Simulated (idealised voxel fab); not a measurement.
process module | voxel released beams
cross-section cut | 290 nm wide | cells 5 nm
A cross-section is a grid of square cells, given in bands from the top down. A band is one or more rows of cells.
Each band's line starts with the height of the band's top and of its bottom, in nm. Then come its materials from left to right, each with its width in nm. One material with "throughout" fills the band from edge to edge. "air" is empty space.
Height 0 is the level under which the wafer as received is all one material. The lowest band goes on downwards, as in "0 down".
A width such as "30 to 40" changes by the same amount from each row of cells to the next, from the band's top row to its bottom row.
"no change" after a step means that no cell of the cross-section changed.
closed voids: empty space of 8 cells or more with no open way to the top, each as width x height at its distance from the left edge, in nm
after a step's settings: what the simulator itself notes on the step
overlay nm, on a step with a mask: how far to the right of its planned place the mask lay; to the left if negative
plan
1 op RECEIVE | material Si
2 op CONFORMAL_DEP | material Al2O3 | thk nm 5
3 op DIRECTIONAL_DEP | material SiO2 | thk nm 10
4 op PATTERN | tone open | mask id ANCHOR | material resist | width nm 35 | thk nm 20 | overlay nm 0
5 op DIRECTIONAL_ETCH | etch materials SiO2 | depth nm 10
6 op STRIP | etch materials resist
7 op CONFORMAL_DEP | material SiN | thk nm 10
8 op PATTERN | tone cover | mask id BEAM | material resist | width nm 90 | thk nm 20 | overlay nm 0
9 op DIRECTIONAL_ETCH | etch materials SiN | depth nm 10
10 op STRIP | etch materials resist
11 op STRIP | etch materials SiO2
first wafer, as planned
as received, after step 1
  0 down: Si throughout
  closed voids: none
after step 2
  5 to 0: Al2O3 throughout
  below 0: unchanged
after step 3
  15 to 5: SiO2 throughout
  below 5: unchanged
after step 4
  35 to 15: resist 100 | air 35 | resist 155
  below 15: unchanged
after step 5
  35 to 15: resist 100 | air 35 | resist 155
  15 to 5: SiO2 100 | air 35 | SiO2 155
  below 5: unchanged
after step 6
  15 to 5: SiO2 100 | air 35 | SiO2 155
  below 5: unchanged
after step 7
  25 to 15: SiN 110 | air 15 | SiN 165
  15 to 5: SiO2 100 | SiN 35 | SiO2 155
  below 5: unchanged
after step 8
  45 to 25: air 95 | resist 90 | air 105
  25 to 15: SiN 110 | resist 15 | SiN 165
  below 15: unchanged
after step 9
  45 to 25: air 95 | resist 90 | air 105
  25 to 15: air 95 | SiN 15 | resist 15 | SiN 60 | air 105
  below 15: unchanged
after step 10
  25 to 15: air 95 | SiN 15 | air 15 | SiN 60 | air 105
  below 15: unchanged
after step 11
  25 to 15: air 95 | SiN 15 | air 15 | SiN 60 | air 105
  15 to 5: air 100 | SiN 35 | air 155
  below 5: unchanged
second wafer: like start, like plan, one mistake. Through step 8 it matches the first wafer
when step 9 should have ended
  45 to 25: air 95 | resist 90 | air 105
  25 to 20: air 95 | SiN 15 | resist 15 | SiN 60 | air 105
  below 20: unchanged
when step 10 should have ended
  25 to 20: air 95 | SiN 15 | air 15 | SiN 60 | air 105
  20 to 15: SiN 110 | air 15 | SiN 165
  below 15: unchanged
when step 11 should have ended: no change
what went wrong: step 9 ran as: op DIRECTIONAL_ETCH | etch materials SiN | depth nm 5
at the end the second wafer has, in cells: 40 more of SiN | 102 more of SiO2
